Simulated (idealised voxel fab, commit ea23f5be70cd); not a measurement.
process module | voxel transistor to metal
cross-section cut | 210 nm wide | cells 5 nm
A cross-section is a grid of square cells, given in bands from the top down. A band is one or more rows of cells.
Each band's line starts with the height of the band's top and of its bottom, in nm. Then come its materials from left to right, each with its width in nm. One material with "throughout" fills the band from edge to edge. "air" is empty space.
Height 0 is the level under which the wafer as received is all one material. The lowest band goes on downwards, as in "0 down".
A width such as "30 to 40" changes by the same amount from each row of cells to the next, from the band's top row to its bottom row.
"no change" after a step means that no cell of the cross-section changed.
closed voids: empty space of 8 cells or more with no open way to the top, each as width x height at its distance from the left edge, in nm
after a step's settings: what the simulator itself notes on the step
overlay nm, on a step with a mask: how far to the right of its planned place the mask lay; to the left if negative
plan
1 op RECEIVE | material Si
2 op CONFORMAL_DEP | material SiO2 | thk nm 5
3 op CONFORMAL_DEP | material SiN | thk nm 15
4 op MASKED_ETCH | tone cover | mask id ACTIVE | width nm 120 | etch materials SiN | depth nm 15 | overlay nm 0
5 op MASKED_ETCH | tone cover | mask id ACTIVE | width nm 120 | etch materials SiO2 | depth nm 5 | overlay nm 0
6 op MASKED_ETCH | tone cover | mask id ACTIVE | width nm 120 | etch materials Si | depth nm 35 | overlay nm 0
7 op FILL_DEP | material SiO2 | thk nm 10
8 op CMP | height nm 20
9 op SELECTIVE_ETCH | etch materials SiO2 | depth nm 5
10 op STRIP | etch materials SiN
11 op SELECTIVE_ETCH | etch materials SiO2 | depth nm 5
12 op OXIDIZE | depth nm 5
13 op DIRECTIONAL_DEP | material polySi | thk nm 25
14 op DIRECTIONAL_DEP | material SiCN | thk nm 15
15 op MASKED_ETCH | tone cover | mask id GATE | width nm 30 | etch materials SiCN | depth nm 25 | overlay nm 0
16 op MASKED_ETCH | tone cover | mask id GATE | width nm 30 | etch materials polySi | depth nm 35 | overlay nm 0
17 op CONFORMAL_DEP | material SiN | thk nm 10
18 op DIRECTIONAL_ETCH | etch materials SiN | depth nm 10
19 op DIRECTIONAL_ETCH | etch materials SiO2 | depth nm 5
20 op EPI | material SiGe | thk nm 5
21 op FILL_DEP | material SiO2 | thk nm 10
22 op CMP | height nm 25
23 op STRIP | etch materials polySi
24 op SELECTIVE_ETCH | etch materials SiO2 | depth nm 5
25 op CONFORMAL_DEP | material HfO2 | thk nm 5
26 op CONFORMAL_DEP | material TiN | thk nm 5
27 op FILL_DEP | material W | thk nm 10
28 op CMP | height nm 20
29 op DIRECTIONAL_DEP | material SiO2 | thk nm 15
30 op PATTERN | tone open | mask id CONTACT | material resist | width nm 15 | pitch nm 85 | thk nm 15 | overlay nm 0
31 op DIRECTIONAL_ETCH | etch materials SiO2 | depth nm 35
32 op STRIP | etch materials resist
33 op CONFORMAL_DEP | material TiN | thk nm 5
34 op FILL_DEP | material W | thk nm 5
35 op CMP | height nm 35
36 op CONFORMAL_DEP | material SiCN | thk nm 5
37 op DIRECTIONAL_DEP | material SiO2 | thk nm 15
38 op MASKED_ETCH | tone open | mask id METAL_1 | width nm 15 | pitch nm 85 | etch materials SiO2 | depth nm 15 | overlay nm 0
39 op MASKED_ETCH | tone open | mask id METAL_1 | width nm 15 | pitch nm 85 | etch materials SiCN | depth nm 5 | overlay nm 0
40 op CONFORMAL_DEP | material TiN | thk nm 5
41 op FILL_DEP | material Cu | thk nm 10
42 op CMP | height nm 55
43 op CONFORMAL_DEP | material SiCN | thk nm 5
44 op DIRECTIONAL_DEP | material SiO2 | thk nm 30
45 op DIRECTIONAL_DEP | material aC | thk nm 15
46 op PATTERN | tone open | mask id METAL_2 | material resist | width nm 15 | pitch nm 85 | thk nm 35 | overlay nm 0
47 op DIRECTIONAL_ETCH | etch materials aC | depth nm 15
48 op STRIP | etch materials resist
49 op DIRECTIONAL_ETCH | etch materials SiO2 | depth nm 15
50 op STRIP | etch materials aC
51 op PATTERN | tone open | mask id METAL_2_HOLES | material resist | width nm 15 | pitch nm 85 | thk nm 20 | overlay nm 0
52 op DIRECTIONAL_ETCH | etch materials SiO2 | depth nm 15
53 op DIRECTIONAL_ETCH | etch materials SiCN | depth nm 5
54 op STRIP | etch materials resist
55 op CONFORMAL_DEP | material TiN | thk nm 5
56 op FILL_DEP | material Cu | thk nm 10
57 op CMP | height nm 90
58 op CONFORMAL_DEP | material SiN | thk nm 5
as received, after step 1
  0 down: Si throughout
  closed voids: none
first wafer at the end, as planned
  95 to 90: SiN throughout
  90 to 60: SiO2 55 | TiN 5 | Cu 5 | TiN 5 | SiO2 70 | TiN 5 | Cu 5 | TiN 5 | SiO2 55
  60 to 55: SiCN 55 | TiN 15 | SiCN 70 | TiN 15 | SiCN 55
  55 to 40: SiO2 55 | TiN 5 | Cu 5 | TiN 5 | SiO2 70 | TiN 5 | Cu 5 | TiN 5 | SiO2 55
  40 to 35: SiCN 55 | TiN 15 | SiCN 70 | TiN 15 | SiCN 55
  35 to 20: SiO2 55 | TiN 5 | W 5 | TiN 5 | SiO2 70 | TiN 5 | W 5 | TiN 5 | SiO2 55
  20 to 10: SiO2 55 | TiN 5 | W 5 | TiN 5 | SiO2 10 | SiN 10 | HfO2 5 | TiN 5 | W 10 | TiN 5 | HfO2 5 | SiN 10 | SiO2 10 | TiN 5 | W 5 | TiN 5 | SiO2 55
  10 to 5: SiO2 40 | SiN 10 | SiO2 5 | TiN 5 | W 5 | TiN 5 | SiO2 10 | SiN 10 | HfO2 5 | TiN 5 | W 10 | TiN 5 | HfO2 5 | SiN 10 | SiO2 10 | TiN 5 | W 5 | TiN 5 | SiO2 5 | SiN 10 | SiO2 40
  5 to 0: SiO2 40 | SiN 10 | SiO2 5 | TiN 15 | SiO2 10 | SiN 10 | HfO2 5 | TiN 20 | HfO2 5 | SiN 10 | SiO2 10 | TiN 15 | SiO2 5 | SiN 10 | SiO2 40
  0 to -5: SiO2 50 | SiGe 30 | SiO2 5 | HfO2 40 | SiO2 5 | SiGe 30 | SiO2 50
  -5 to -35: SiO2 45 | Si 120 | SiO2 45
  -35 down: Si throughout
  closed voids: none
second wafer at the end: like start, like plan, one mistake
  95 to 90: SiN throughout
  90 to 85: SiCN 55 | TiN 15 | SiCN 70 | TiN 15 | SiCN 55
  85 to 55: SiO2 throughout
  55 to 40: SiO2 55 | TiN 5 | Cu 5 | TiN 5 | SiO2 70 | TiN 5 | Cu 5 | TiN 5 | SiO2 55
  40 to 35: SiCN 55 | TiN 15 | SiCN 70 | TiN 15 | SiCN 55
  35 to 20: SiO2 55 | TiN 5 | W 5 | TiN 5 | SiO2 70 | TiN 5 | W 5 | TiN 5 | SiO2 55
  20 to 10: SiO2 55 | TiN 5 | W 5 | TiN 5 | SiO2 10 | SiN 10 | HfO2 5 | TiN 5 | W 10 | TiN 5 | HfO2 5 | SiN 10 | SiO2 10 | TiN 5 | W 5 | TiN 5 | SiO2 55
  10 to 5: SiO2 40 | SiN 10 | SiO2 5 | TiN 5 | W 5 | TiN 5 | SiO2 10 | SiN 10 | HfO2 5 | TiN 5 | W 10 | TiN 5 | HfO2 5 | SiN 10 | SiO2 10 | TiN 5 | W 5 | TiN 5 | SiO2 5 | SiN 10 | SiO2 40
  5 to 0: SiO2 40 | SiN 10 | SiO2 5 | TiN 15 | SiO2 10 | SiN 10 | HfO2 5 | TiN 20 | HfO2 5 | SiN 10 | SiO2 10 | TiN 15 | SiO2 5 | SiN 10 | SiO2 40
  0 to -5: SiO2 50 | SiGe 30 | SiO2 5 | HfO2 40 | SiO2 5 | SiGe 30 | SiO2 50
  -5 to -35: SiO2 45 | Si 120 | SiO2 45
  -35 down: Si throughout
  closed voids: none
what went wrong: steps 43 and 44 were swapped
at the end the second wafer has, in cells: 12 fewer of Cu | 36 more of SiO2 | 24 fewer of TiN
